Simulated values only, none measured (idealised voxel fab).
This section sets out a process module, namely voxel fin reveal.
The cross-section on display is named cut; it measures 155 nm wide, and its cells are 5 nm squares.
For the purposes of this document, a cross-section shall be understood as a grid of square cells, specified as bands listed in top-to-bottom order, each band consisting of one or more rows of cells. This entry defines a band. It first specifies the height of the band's top and the height of its bottom in nm, and then specifies the band's materials from left to right, stating each material with its width in nm. The word "edge to edge" identifies a single material that fills the band from edge to edge, while the word "air" identifies empty space. Heads up on the height convention: 0 is the point under which the incoming wafer is all one material, and the lowest band has no bottom, it just keeps going down, like "0 -> down". Top row gets the first number, bottom row gets the second, and each row in between changes by the same step: that is how a band width like "30..40" works. No cell of the cross-section changed in a step that is given as "identical to before". So "Closed void register" is basically the list of trapped voids: any empty space of 8 cells or more that can't reach the top through an opening. They're written width x height at distance, the distance being from the left edge, and it's all nm. Step line, after settings: the simulator's comment on this step. "overlay nm" answers the question of how far to the right of plan the mask lay on a step that has a mask, and when it is negative the answer is to the left.

The process steps that were planned are listed below
1 RECEIVE (material Si)
2 CONFORMAL_DEP (material SiN; thk nm 5)
3 DIRECTIONAL_DEP (material aC; thk nm 15)
4 PATTERN (tone cover; mask id FINS; material resist; width nm 15; pitch nm 40; thk nm 35; overlay nm 0)
5 DIRECTIONAL_ETCH (etch materials aC; depth nm 15)
6 STRIP (etch materials resist)
7 DIRECTIONAL_ETCH (etch materials SiN; depth nm 5)
8 DIRECTIONAL_ETCH (etch materials Si; depth nm 35)
9 STRIP (etch materials aC)
10 FILL_DEP (material SiO2; thk nm 10)
11 CMP (height nm 5)
12 SELECTIVE_ETCH (etch materials SiO2; depth nm 15)
13 STRIP (etch materials SiN)
14 CONFORMAL_DEP (material SiO2; thk nm 5)

Wafer as received: cross-section following step 1
0 -> down = Si edge to edge
Closed void register: none

first wafer at the end, as planned
5 -> 0 = air=45, SiO2=25, air=15, SiO2=25, air=45
0 -> -5 = air=45, SiO2=5, Si=15, SiO2=5, air=15, SiO2=5, Si=15, SiO2=5, air=45
-5 -> -35 = SiO2=50, Si=15, SiO2=25, Si=15, SiO2=50
-35 -> down = Si edge to edge
Closed void register: none

The second wafer, shown in cross-section after the module: started the same way as the first and given the same plan, yet one mistake crept into how it was run
5 -> 0 = air=40, SiO2=25, air=15, SiO2=25, air=50
0 -> -5 = air=40, SiO2=5, Si=15, SiO2=5, air=15, SiO2=5, Si=15, SiO2=5, air=50
-5 -> -35 = SiO2=45, Si=15, SiO2=25, Si=15, SiO2=55
-35 -> down = Si edge to edge
Closed void register: none
Want to know what went wrong? step 4, actual vs plan mismatch, actual run PATTERN (tone cover; mask id FINS; material resist; width nm 15; pitch nm 40; thk nm 35; overlay nm -5)
Matching per-material cell counts, mismatched positions: that is how the second wafer compares with the first at the end.
